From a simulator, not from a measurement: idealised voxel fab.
process module | voxel lift off
cross-section cut | 140 nm wide | cells 5 nm
A cross-section is a grid of square cells, given in bands from the top down. A band is one or more rows of cells.
Each band's line starts with the height of the band's top and of its bottom, in nm. Then come its materials from left to right, each with its width in nm. One material with "throughout" fills the band from edge to edge. "air" is empty space.
Height 0 is the level under which the wafer as received is all one material. The lowest band goes on downwards, as in "0 down".
A width such as "30 to 40" changes by the same amount from each row of cells to the next, from the band's top row to its bottom row.
"no change" after a step means that no cell of the cross-section changed.
closed voids: empty space of 8 cells or more with no open way to the top, each as width x height at its distance from the left edge, in nm
after a step's settings: what the simulator itself notes on the step
overlay nm, on a step with a mask: how far to the right of its planned place the mask lay; to the left if negative
plan
1 op RECEIVE | material Si
2 op CONFORMAL_DEP | material Al2O3 | thk nm 15
3 op PATTERN | tone open | mask id LINES | material resist | width nm 25 | pitch nm 40 | thk nm 20 | overlay nm 0
4 op DIRECTIONAL_DEP | material Ru | thk nm 10
5 op STRIP | etch materials resist
6 op CONFORMAL_DEP | material SiO2 | thk nm 10
first wafer, as planned
as received, after step 1
  0 down: Si throughout
  closed voids: none
after step 2
  15 to 0: Al2O3 throughout
  below 0: unchanged
after step 3
  35 to 15: resist 35 | air 25 | resist 15 | air 25 | resist 40
  below 15: unchanged
after step 4
  45 to 35: Ru 35 | air 25 | Ru 15 | air 25 | Ru 40
  35 to 25: resist 35 | air 25 | resist 15 | air 25 | resist 40
  25 to 15: resist 35 | Ru 25 | resist 15 | Ru 25 | resist 40
  below 15: unchanged
after step 5
  25 to 15: air 35 | Ru 25 | air 15 | Ru 25 | air 40
  below 15: unchanged
after step 6
  35 to 25: air 25 | SiO2 85 | air 30
  25 to 15: SiO2 35 | Ru 25 | SiO2 15 | Ru 25 | SiO2 40
  below 15: unchanged
second wafer: like start, like plan, one mistake. Through step 2 it matches the first wafer
when step 3 should have ended
  35 to 15: air 35 | resist 25 | air 15 | resist 25 | air 40
  below 15: unchanged
when step 4 should have ended
  45 to 35: air 35 | Ru 25 | air 15 | Ru 25 | air 40
  35 to 25: air 35 | resist 25 | air 15 | resist 25 | air 40
  25 to 15: Ru 35 | resist 25 | Ru 15 | resist 25 | Ru 40
  below 15: unchanged
when step 5 should have ended
  25 to 15: Ru 35 | air 25 | Ru 15 | air 25 | Ru 40
  below 15: unchanged
when step 6 should have ended
  35 to 25: SiO2 45 | air 5 | SiO2 35 | air 5 | SiO2 50
  25 to 15: Ru 35 | SiO2 25 | Ru 15 | SiO2 25 | Ru 40
  below 15: unchanged
what went wrong: step 3 ran as: op PATTERN | tone cover | mask id LINES | material resist | width nm 25 | pitch nm 40 | thk nm 20 | overlay nm 0
at the end the second wafer has, in cells: 16 more of Ru | 2 more of SiO2
